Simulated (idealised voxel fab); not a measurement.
voxel capacitor over wiring: a process module
It is cross-section cut that appears here, measuring 180 nm in width, its square cells being 5 nm in size.
Cross-section layout: square cells on a grid; listed as bands, top to bottom; a band spans one or more cell rows. Quick guide to a band line: top height, bottom height (nm) up front; then every material left to right with its width in nm. Only one material and it's marked "full width"? Then it fills the band edge to edge. And "empty" just means empty space. It should be noted that heights are counted from 0, beneath which the wafer as supplied is of one material throughout, and that the lowest band possesses no lower boundary but continues downward, as written in "0..down". Per-row width for "30 to 40": begins at first number (top row of band), ends at second number (bottom row), increment between rows held constant. A step reported as "nothing different" is a step in which no cell of the cross-section changed. In "Sealed void list" the enclosed voids are listed, meaning empty spaces of 8 cells or larger without any opening to the top. The form is width x height at distance, distance from the left edge, units nm. Text after the settings on a step's line: the simulator's own remark on that step. overlay nm: for a step with a mask, the amount by which the mask lay right of where it was planned; a negative amount means left of it.

# The process steps that were planned are listed below
1) RECEIVE with material Si
2) CONFORMAL_DEP with material SiO2, thk nm 10
3) DIRECTIONAL_DEP with material TiN, thk nm 5
4) DIRECTIONAL_DEP with material Ru, thk nm 15
5) PATTERN with tone cover, mask id METAL_1, material resist, width nm 25, pitch nm 85, thk nm 20, overlay nm 0
6) DIRECTIONAL_ETCH with etch materials Ru, depth nm 15
7) DIRECTIONAL_ETCH with etch materials TiN, depth nm 5
8) STRIP with etch materials resist
9) CONFORMAL_DEP with material SiCN, thk nm 5
10) FILL_DEP with material SiO2, thk nm 10
11) CMP with height nm 30
12) CONFORMAL_DEP with material SiCN, thk nm 5
13) DIRECTIONAL_DEP with material SiO2, thk nm 15
14) DIRECTIONAL_DEP with material aC, thk nm 10
15) PATTERN with tone open, mask id PLUG_1, material resist, width nm 15, thk nm 25, overlay nm 0
16) DIRECTIONAL_ETCH with etch materials aC, depth nm 10
17) STRIP with etch materials resist
18) DIRECTIONAL_ETCH with etch materials SiO2, depth nm 15
19) DIRECTIONAL_ETCH with etch materials SiCN, depth nm 5
20) STRIP with etch materials aC
21) EPI with material Ru, thk nm 10
22) EPI with material Ru, thk nm 10
23) DIRECTIONAL_DEP with material TiN, thk nm 10
24) DIRECTIONAL_DEP with material SiN, thk nm 5
25) DIRECTIONAL_DEP with material TiN, thk nm 5
26) DIRECTIONAL_DEP with material aC, thk nm 15
27) PATTERN with tone cover, mask id UPPER_PLATE, material resist, width nm 65, thk nm 35, overlay nm 0
28) DIRECTIONAL_ETCH with etch materials aC, depth nm 15
29) STRIP with etch materials resist
30) DIRECTIONAL_ETCH with etch materials TiN, depth nm 5
31) DIRECTIONAL_ETCH with etch materials SiN, depth nm 5
32) STRIP with etch materials aC
33) PATTERN with tone cover, mask id LOWER_PLATE, material resist, width nm 75, thk nm 15, overlay nm 0
34) DIRECTIONAL_ETCH with etch materials TiN, depth nm 10
35) STRIP with etch materials resist
36) FILL_DEP with material SiO2, thk nm 15
37) CMP with height nm 80
38) MASKED_ETCH with tone open, mask id PLUG_2, width nm 15, etch materials SiO2, depth nm 10, overlay nm 0
39) CONFORMAL_DEP with material TiN, thk nm 5
40) FILL_DEP with material Cu, thk nm 10
41) CMP with height nm 80
42) CONFORMAL_DEP with material SiN, thk nm 5

# As-received state of the wafer in cross-section, equivalent to post-step 1
* 0..down  Si full width
* Sealed void list: none

# First of two wafers, end-of-module section, run followed plan
* 85..80  SiN full width
* 80..75  55 nm SiO2; 5 nm TiN; 5 nm Cu; 5 nm TiN; 110 nm SiO2
* 75..65  55 to 45 nm SiO2; 15 to 65 nm TiN; 110 to 70 nm SiO2
* 65..60  45 nm SiO2; 65 nm SiN; 70 nm SiO2
* 60..50  40 nm SiO2; 75 nm TiN; 65 nm SiO2
* 50..35  45 nm SiO2; 15 nm Ru; 120 nm SiO2
* 35..30  45 nm SiCN; 15 nm Ru; 120 nm SiCN
* 30..15  30 nm SiO2; 5 nm SiCN; 25 nm Ru; 5 nm SiCN; 50 nm SiO2; 5 nm SiCN; 25 nm Ru; 5 nm SiCN; 30 nm SiO2
* 15..10  35 nm SiCN; 25 nm TiN; 60 nm SiCN; 25 nm TiN; 35 nm SiCN
* 10..0  SiO2 full width
* 0..down  Si full width
* Sealed void list: none

# Cross-section, wafer two of two, end of module: same start and plan as wafer one, one error in execution
* 85..80  SiN full width
* 80..75  45 nm SiO2; 25 nm TiN; 110 nm SiO2
* 75..70  45 nm SiO2; 25 nm SiN; 110 nm SiO2
* 70..65  40 nm SiO2; 70 nm TiN; 70 nm SiO2
* 65..60  40 nm SiO2; 30 nm TiN; 40 nm SiN; 70 nm SiO2
* 60..50  35 nm SiO2; 35 nm Ru; 45 nm TiN; 65 nm SiO2
* 50..35  45 nm SiO2; 15 nm Ru; 120 nm SiO2
* 35..30  45 nm SiCN; 15 nm Ru; 120 nm SiCN
* 30..15  30 nm SiO2; 5 nm SiCN; 25 nm Ru; 5 nm SiCN; 50 nm SiO2; 5 nm SiCN; 25 nm Ru; 5 nm SiCN; 30 nm SiO2
* 15..10  35 nm SiCN; 25 nm TiN; 60 nm SiCN; 25 nm TiN; 35 nm SiCN
* 10..0  SiO2 full width
* 0..down  Si full width
* Sealed void list: none
Run error: a duplicate execution occurred for one of the equivalent steps 21 and 22, which one being indeterminable
Wrapping up, a cell-based count of both wafers puts the second over or under the first for these materials: Cu -1; Ru +14; SiO2 -8; TiN -5
